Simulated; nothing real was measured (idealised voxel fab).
This section sets out a process module, namely voxel lift off.
Square cells of 5 nm make up the cross-section cut, whose width is 250 nm.
Cross-section = grid of square cells, listed top down in bands; band = one or more rows. In this notation a band is specified by the heights of its top and bottom, in that order and in nm, after which its materials appear from left to right, each paired with its width in nm. The word "edge to edge" attached to a single material means that material fills the band from edge to edge; the word "air" stands for empty space. The level at which height equals 0 is the one under which the wafer, as it arrives, is entirely one material. No lower edge exists for the bottom band, which continues downward and is notated as in "0 -> down". A width given as "30 to 40" starts at the first number in the band's top row and ends at the second number in its bottom row, shifting by an equal amount at every step from row to row. Step marked "left unchanged"? Then no cell in the cross-section changed in it. What "Completely sealed voids" gives you is every empty space of 8 cells or more that is cut off from the top. Each appears as width x height at distance, with the distance taken from the left edge and width, height and distance all in nm. Read whatever lies past the settings on a step's line as the simulator's own remark about the step. A step line may carry the setting "overlay nm", which, for steps involving a mask, states the distance by which the mask lay to the right of its intended position; negative values denote displacement to the left.

-- Process steps foreseen in the plan
1 RECEIVE, material Si
2 CONFORMAL_DEP, material Al2O3, thk nm 10
3 PATTERN, tone open, mask id LINES, material resist, width nm 15, pitch nm 35, thk nm 20, overlay nm 0
4 DIRECTIONAL_DEP, material Ru, thk nm 10
5 STRIP, etch materials resist
6 CONFORMAL_DEP, material SiN, thk nm 5
Wafers differ in thk nm at step 6; plan lists the first wafer's value; identical starting state.

-- The first of several wafers, as received after step 1, seen in section
- 0 -> down = Si edge to edge
- Completely sealed voids: none

-- Depicted here is the first of several wafers in cross-section, at module completion following the last step, step 6
- 25 -> 20 = air: 95  SiN: 25  air: 10  SiN: 25  air: 95
- 20 -> 15 = air: 95  SiN: 5  Ru: 15  SiN: 5  air: 10  SiN: 5  Ru: 15  SiN: 5  air: 95
- 15 -> 10 = SiN: 100  Ru: 15  SiN: 20  Ru: 15  SiN: 100
- 10 -> 0 = Al2O3 edge to edge
- 0 -> down = Si edge to edge
- Completely sealed voids: none

-- Final wafer of several, shown in cross-section at the end of the module
- 40 -> 30 = air: 80  SiN: 90  air: 80
- 30 -> 20 = SiN edge to edge
- 20 -> 10 = SiN: 100  Ru: 15  SiN: 20  Ru: 15  SiN: 100
- 10 -> 0 = Al2O3 edge to edge
- 0 -> down = Si edge to edge
- Completely sealed voids: none

-- Wafer rows, end of module: cells per material gained (+) or lost (-) since receipt; closed voids last
thk nm 5; +100 Al2O3; +12 Ru; +58 SiN; Completely sealed voids: none
thk nm 10; +100 Al2O3; +12 Ru; +116 SiN; Completely sealed voids: none
thk nm 15; +100 Al2O3; +12 Ru; +170 SiN; Completely sealed voids: none
thk nm 20; +100 Al2O3; +12 Ru; +224 SiN; Completely sealed voids: none
